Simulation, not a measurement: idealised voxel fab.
This section sets out a process module, namely voxel tone inversion.
The figure presents cross-section cut, which has a width of 285 nm and is divided into square cells with an edge length of 5 nm.
Each cross-section below is a grid of square cells, stated as bands in top-down order, with one or more rows of cells making up each band. Basically the band line says how high the top is and how high the bottom is, in nm, and then what's in it from left to right, every material with its width in nm. Empty space shows up as "blank", and if a single material carries "full width" it runs the full band edge to edge. Beneath 0, the wafer as received is one material, and that level is where height counting begins. The lowest band goes on downward without a bottom; it is written like "0 and below". Per-row width for "30->40": begins at first number (top row of band), ends at second number (bottom row), increment between rows held constant. The designation "nothing different", where it is given for a processing step, indicates that no cell of the cross-section was altered in the course of that step. Entry "Closed void listing" = empty spaces >= 8 cells with no open way to the top; each as width x height at distance, distance from left edge, all nm. Whatever follows a step's settings on its line is a remark the simulator itself makes about that step. The "overlay nm" setting may appear on a step's line; for a step that uses a mask, it gives how far to the right of its planned position the mask lay, and a negative value indicates the left.

## The following list gives the planned process steps
step 1: RECEIVE [material Si]
step 2: CONFORMAL_DEP [material SiN] [thk nm 10]
step 3: DIRECTIONAL_DEP [material aC] [thk nm 15]
step 4: PATTERN [tone cover] [mask id POSTS] [material resist] [width nm 20] [pitch nm 45] [thk nm 20] [overlay nm 0]
step 5: DIRECTIONAL_ETCH [etch materials aC] [depth nm 15]
step 6: STRIP [etch materials resist]
step 7: FILL_DEP [material SiO2] [thk nm 10]
step 8: CMP [height nm 25]
step 9: STRIP [etch materials aC]

## Wafer as received: cross-section following step 1
> 0 and below  Si full width
> Closed void listing: none

## Below is the wafer in cross-section after the module was completed. It began from the starting point shown above and followed the plan shown above, except that one mistake was made while running it
> 15 down to 10  SiO2 110 nm / blank 20 nm / SiO2 25 nm / blank 20 nm / SiO2 110 nm
> 10 down to 0  SiN full width
> 0 and below  Si full width
> Closed void listing: none
What was the processing mistake? step 8 did not happen as planned, as run it was CMP [height nm 15]
